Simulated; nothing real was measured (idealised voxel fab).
The document below concerns the process module designated voxel released beams.
The width of the displayed cross-section, cut, is 180 nm; its cells are square, with a size of 5 nm.
Heads up, the way a cross-section reads in here is a grid of square cells, handed over as bands from the top down, with every band being one or more rows of cells.
A band entry consists of two parts. The first gives the height of the band's top and the height of its bottom, in nm. The rest lists the band's materials from left to right, each with its width in nm. A single material labelled with the word "edge to edge" fills the band from edge to edge, and the word "empty" marks empty space.
Ref level 0: as-received wafer is one material below here. Bottom band extends down with no lower bound ("0 nm and below").
Width "30 to 40": first value at the band's top row of cells, second value at its bottom row, equal change from row to row.
"same as before" means the step left every cell of the cross-section as it was.
"Closed void list": sealed empty spaces, 8 cells or more, no open way to top, listed width x height at distance, with distance from the left edge and width, height and distance in nm.
Where a step's line continues beyond its settings, the continuation is a remark by the simulator itself on that step.
The setting "overlay nm" may be written on the line of a step. When the step uses a mask, the value reports how far to the right of the planned place the mask lay, and a negative value reports that it lay to the left.
### Process steps foreseen in the plan
1 RECEIVE (material Si)
2 CONFORMAL_DEP (material Al2O3; thk nm 5)
3 DIRECTIONAL_DEP (material SiO2; thk nm 20)
4 PATTERN (tone open; mask id ANCHOR; material resist; width nm 40; thk nm 20; overlay nm 0)
5 DIRECTIONAL_ETCH (etch materials SiO2; depth nm 20)
6 STRIP (etch materials resist)
7 CONFORMAL_DEP (material polySi; thk nm 15)
8 DIRECTIONAL_DEP (material aC; thk nm 10)
9 PATTERN (tone cover; mask id BEAM; material resist; width nm 120; thk nm 25; overlay nm 0)
10 DIRECTIONAL_ETCH (etch materials aC; depth nm 10)
11 STRIP (etch materials resist)
12 DIRECTIONAL_ETCH (etch materials polySi; depth nm 15)
13 STRIP (etch materials aC)
14 STRIP (etch materials SiO2)
### Received-state cross-section, reflecting completion of step 1
    0 nm and below | Si edge to edge
    Closed void list: none
### As-planned run: cross-section of the first of two wafers at end of module
    40 nm to 25 nm | 25 of empty  20 of polySi  10 of empty  90 of polySi  35 of empty
    25 nm to 20 nm | 30 of empty  15 of polySi  10 of empty  15 of polySi  110 of empty
    20 nm to 5 nm | 30 of empty  40 of polySi  110 of empty
    5 nm to 0 nm | Al2O3 edge to edge
    0 nm and below | Si edge to edge
    Closed void list: none
### Presented here is a cross-section of the second of the two wafers as it stood at the end of the module. It was started in the same manner and assigned the same plan as the first wafer; however, one mistake was made in its execution
    40 nm to 25 nm | 25 of empty  10 of polySi  10 of empty  100 of polySi  35 of empty
    25 nm to 20 nm | 20 of empty  15 of polySi  10 of empty  15 of polySi  120 of empty
    20 nm to 5 nm | 20 of empty  40 of polySi  120 of empty
    5 nm to 0 nm | Al2O3 edge to edge
    0 nm and below | Si edge to edge
    Closed void list: none
Plan not followed: step 4 went in with a setting other than planned; the actual run was PATTERN (tone open; mask id ANCHOR; material resist; width nm 40; thk nm 20; overlay nm -10)
Upon completion, the cell count for each material on the second wafer equals that on the first, whereas the spatial distribution of those cells differs.
